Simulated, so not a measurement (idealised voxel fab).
voxel spacer lines: a process module
The width of the displayed cross-section, cut, is 185 nm; its cells are square, with a size of 5 nm.
This document writes a cross-section as a grid whose cells are square, and gives it as bands, listed from the top down; one or more rows of cells form a band.
Band: top height; bottom height; in nm. Then, left to right: material with width in nm, for each material. "full width": a single material spanning edge to edge. "air": empty space.
Basically, 0 is our baseline, since under it the wafer straight out of the box is all one material. The bottom band has no lower end and keeps on going down, so it looks like "top 0, no bottom".
A two-number width, for instance "30..40", indicates that the width is equal to the first number in the top row of the band and to the second number in the bottom row, and that it changes by a constant amount per row of cells.
Basically "nothing changed" means that step didn't change any cell in the cross-section.
"Sealed internal cavities" - sealed voids, min. 8 cells, no opening to top; format: width x height at distance (distance from left edge; nm throughout).
That trailing text on a step's line, after the settings, is the simulator's own remark on the step.
The "overlay nm" setting may appear on a step's line; for a step that uses a mask, it gives how far to the right of its planned position the mask lay, and a negative value indicates the left.

Set out below are the planned steps of the process:
step 1: RECEIVE, material Si
step 2: CONFORMAL_DEP, material Al2O3, thk nm 10
step 3: DIRECTIONAL_DEP, material W, thk nm 15
step 4: DIRECTIONAL_DEP, material aC, thk nm 20
step 5: PATTERN, tone cover, mask id MANDREL, material resist, width nm 15, pitch nm 50, thk nm 30, overlay nm 0
step 6: DIRECTIONAL_ETCH, etch materials aC, depth nm 20
step 7: STRIP, etch materials resist
step 8: CONFORMAL_DEP, material SiN, thk nm 10
step 9: DIRECTIONAL_ETCH, etch materials SiN, depth nm 10
step 10: STRIP, etch materials aC
step 11: DIRECTIONAL_ETCH, etch materials W, depth nm 15
step 12: STRIP, etch materials SiN
step 13: FILL_DEP, material SiO2, thk nm 10
step 14: CMP, height nm 25

First wafer of two (run as planned):

As-received state of the wafer in cross-section, equivalent to post-step 1:
- top 0, no bottom: Si full width
- Sealed internal cavities: none

Wafer section view after processing step 2:
- top 10, bottom 0: Al2O3 full width
- Below a height of 0, the structure has not been altered.

Wafer section view after processing step 3:
- top 25, bottom 10: W full width
- Below a height of 10, the structure has not been altered.

Wafer section view after processing step 4:
- top 45, bottom 25: aC full width
- Below a height of 25, the structure has not been altered.

Wafer section view after processing step 5:
- top 75, bottom 45: air 35 nm, then resist 15 nm, then air 35 nm, then resist 15 nm, then air 35 nm, then resist 15 nm, then air 35 nm
- Below a height of 45, the structure has not been altered.

Wafer section view after processing step 6:
- top 55, bottom 45: air 35 nm, then resist 15 nm, then air 35 nm, then resist 15 nm, then air 35 nm, then resist 15 nm, then air 35 nm
- top 45, bottom 25: air 35 nm, then aC 15 nm, then air 35 nm, then aC 15 nm, then air 35 nm, then aC 15 nm, then air 35 nm
- Below a height of 25, the structure has not been altered.

Wafer section view after processing step 7:
- top 45, bottom 25: air 35 nm, then aC 15 nm, then air 35 nm, then aC 15 nm, then air 35 nm, then aC 15 nm, then air 35 nm
- Below a height of 25, the structure has not been altered.

Wafer section view after processing step 8:
- top 55, bottom 45: air 25 nm, then SiN 35 nm, then air 15 nm, then SiN 35 nm, then air 15 nm, then SiN 35 nm, then air 25 nm
- top 45, bottom 35: air 25 nm, then SiN 10 nm, then aC 15 nm, then SiN 10 nm, then air 15 nm, then SiN 10 nm, then aC 15 nm, then SiN 10 nm, then air 15 nm, then SiN 10 nm, then aC 15 nm, then SiN 10 nm, then air 25 nm
- top 35, bottom 25: SiN 35 nm, then aC 15 nm, then SiN 35 nm, then aC 15 nm, then SiN 35 nm, then aC 15 nm, then SiN 35 nm
- Below a height of 25, the structure has not been altered.

Wafer section view after processing step 9:
- top 45, bottom 25: air 25 nm, then SiN 10 nm, then aC 15 nm, then SiN 10 nm, then air 15 nm, then SiN 10 nm, then aC 15 nm, then SiN 10 nm, then air 15 nm, then SiN 10 nm, then aC 15 nm, then SiN 10 nm, then air 25 nm
- Below a height of 25, the structure has not been altered.

Wafer section view after processing step 10:
- top 45, bottom 25: air 25 nm, then SiN 10 nm, then air 15 nm, then SiN 10 nm, then air 15 nm, then SiN 10 nm, then air 15 nm, then SiN 10 nm, then air 15 nm, then SiN 10 nm, then air 15 nm, then SiN 10 nm, then air 25 nm
- Below a height of 25, the structure has not been altered.

Wafer section view after processing step 11:
- top 45, bottom 25: air 25 nm, then SiN 10 nm, then air 15 nm, then SiN 10 nm, then air 15 nm, then SiN 10 nm, then air 15 nm, then SiN 10 nm, then air 15 nm, then SiN 10 nm, then air 15 nm, then SiN 10 nm, then air 25 nm
- top 25, bottom 10: air 25 nm, then W 10 nm, then air 15 nm, then W 10 nm, then air 15 nm, then W 10 nm, then air 15 nm, then W 10 nm, then air 15 nm, then W 10 nm, then air 15 nm, then W 10 nm, then air 25 nm
- Below a height of 10, the structure has not been altered.

Wafer section view after processing step 12:
- top 25, bottom 10: air 25 nm, then W 10 nm, then air 15 nm, then W 10 nm, then air 15 nm, then W 10 nm, then air 15 nm, then W 10 nm, then air 15 nm, then W 10 nm, then air 15 nm, then W 10 nm, then air 25 nm
- Below a height of 10, the structure has not been altered.

Wafer section view after processing step 13:
- top 35, bottom 25: SiO2 full width
- top 25, bottom 10: SiO2 25 nm, then W 10 nm, then SiO2 15 nm, then W 10 nm, then SiO2 15 nm, then W 10 nm, then SiO2 15 nm, then W 10 nm, then SiO2 15 nm, then W 10 nm, then SiO2 15 nm, then W 10 nm, then SiO2 25 nm
- Below a height of 10, the structure has not been altered.

Wafer section view after processing step 14:
- top 25, bottom 10: SiO2 25 nm, then W 10 nm, then SiO2 15 nm, then W 10 nm, then SiO2 15 nm, then W 10 nm, then SiO2 15 nm, then W 10 nm, then SiO2 15 nm, then W 10 nm, then SiO2 15 nm, then W 10 nm, then SiO2 25 nm
- Below a height of 10, the structure has not been altered.

Regarding the second of the two wafers: it shared the first wafer's starting condition and process plan, yet one error occurred during its execution. Its history coincides with that of the first wafer up to and including step 2:

Second wafer at the planned finish of step 3, seen in cross-section:
- top 30, bottom 10: aC full width
- Below a height of 10, the structure has not been altered.

Second wafer at the planned finish of step 4, seen in cross-section:
- top 45, bottom 30: W full width
- Below a height of 30, the structure has not been altered.

Second wafer at the planned finish of step 5, seen in cross-section:
- top 75, bottom 45: air 35 nm, then resist 15 nm, then air 35 nm, then resist 15 nm, then air 35 nm, then resist 15 nm, then air 35 nm
- Below a height of 45, the structure has not been altered.

Second wafer at the planned finish of step 6, seen in cross-section:
- top 55, bottom 45: air 35 nm, then resist 15 nm, then air 35 nm, then resist 15 nm, then air 35 nm, then resist 15 nm, then air 35 nm
- Below a height of 45, the structure has not been altered.

Second wafer at the planned finish of step 7, seen in cross-section:
- top 45, bottom 30: W full width
- Below a height of 30, the structure has not been altered.

Second wafer at the planned finish of step 8, seen in cross-section:
- top 55, bottom 45: SiN full width
- Below a height of 45, the structure has not been altered.

Second wafer at the planned finish of step 9, seen in cross-section:
- top 45, bottom 30: W full width
- Below a height of 30, the structure has not been altered.

Second wafer at the planned finish of step 10, seen in cross-section: nothing changed

Second wafer at the planned finish of step 11, seen in cross-section:
- top 30, bottom 10: aC full width
- Below a height of 10, the structure has not been altered.

Second wafer at the planned finish of step 12, seen in cross-section: nothing changed

Second wafer at the planned finish of step 13, seen in cross-section:
- top 40, bottom 30: SiO2 full width
- Below a height of 30, the structure has not been altered.

Second wafer at the planned finish of step 14, seen in cross-section:
- top 25, bottom 10: aC full width
- Below a height of 10, the structure has not been altered.
Against the plan, the run slipped here: plan vs actual: 3 and 4 interchanged
Bottom line after processing is that, in cells, the second wafer is up or down on some materials versus the first: 75 fewer of SiO2; 36 fewer of W; 111 more of aC
